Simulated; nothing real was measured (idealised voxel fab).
process module | voxel released beams
cross-section cut | 240 nm wide | cells 5 nm
A cross-section is a grid of square cells, given in bands from the top down. A band is one or more rows of cells.
Each band's line starts with the height of the band's top and of its bottom, in nm. Then come its materials from left to right, each with its width in nm. One material with "throughout" fills the band from edge to edge. "air" is empty space.
Height 0 is the level under which the wafer as received is all one material. The lowest band goes on downwards, as in "0 down".
A width such as "30 to 40" changes by the same amount from each row of cells to the next, from the band's top row to its bottom row.
"no change" after a step means that no cell of the cross-section changed.
closed voids: empty space of 8 cells or more with no open way to the top, each as width x height at its distance from the left edge, in nm
after a step's settings: what the simulator itself notes on the step
overlay nm, on a step with a mask: how far to the right of its planned place the mask lay; to the left if negative
plan
1 op RECEIVE | material Si
2 op CONFORMAL_DEP | material Al2O3 | thk nm 10
3 op DIRECTIONAL_DEP | material SiO2 | thk nm 10
4 op DIRECTIONAL_DEP | material aC | thk nm 15
5 op PATTERN | tone open | mask id ANCHOR | material resist | width nm 45 | thk nm 35 | overlay nm 0
6 op DIRECTIONAL_ETCH | etch materials aC | depth nm 15
7 op STRIP | etch materials resist
8 op DIRECTIONAL_ETCH | etch materials SiO2 | depth nm 10
9 op STRIP | etch materials aC
10 op CONFORMAL_DEP | material W | thk nm 15
11 op DIRECTIONAL_DEP | material aC | thk nm 5
12 op PATTERN | tone cover | mask id BEAM | material resist | width nm 110 | thk nm 30 | overlay nm 0
13 op DIRECTIONAL_ETCH | etch materials aC | depth nm 15
14 op STRIP | etch materials resist
15 op DIRECTIONAL_ETCH | etch materials W | depth nm 15
16 op STRIP | etch materials aC
17 op STRIP | etch materials SiO2
varied across the wafers: thk nm of step 11. The plan shows the first wafer's value. All wafers start alike
first wafer as received, after step 1
  0 down: Si throughout
  closed voids: none
first wafer at the end, after step 17
  35 to 25: air 60 | W 20 | air 15 | W 75 | air 70
  25 to 20: air 60 | W 110 | air 70
  20 to 10: air 65 | W 45 | air 130
  10 to 0: Al2O3 throughout
  0 down: Si throughout
  closed voids: none
last wafer at the end
  35 to 25: W 80 | air 15 | W 145
  25 to 20: W throughout
  20 to 10: SiO2 65 | W 45 | SiO2 130
  10 to 0: Al2O3 throughout
  0 down: Si throughout
  closed voids: none
each wafer at the end: cells of each material gained (+) or lost (-) since it was received, then its closed voids
thk nm 5 | +96 Al2O3 | +78 W | closed voids: none
thk nm 10 | +96 Al2O3 | +78 W | closed voids: none
thk nm 15 | +96 Al2O3 | +78 W | closed voids: none
thk nm 20 | +96 Al2O3 | +78 SiO2 | +156 W | closed voids: none
thk nm 25 | +96 Al2O3 | +78 SiO2 | +156 W | closed voids: none
thk nm 30 | +96 Al2O3 | +78 SiO2 | +156 W | closed voids: none
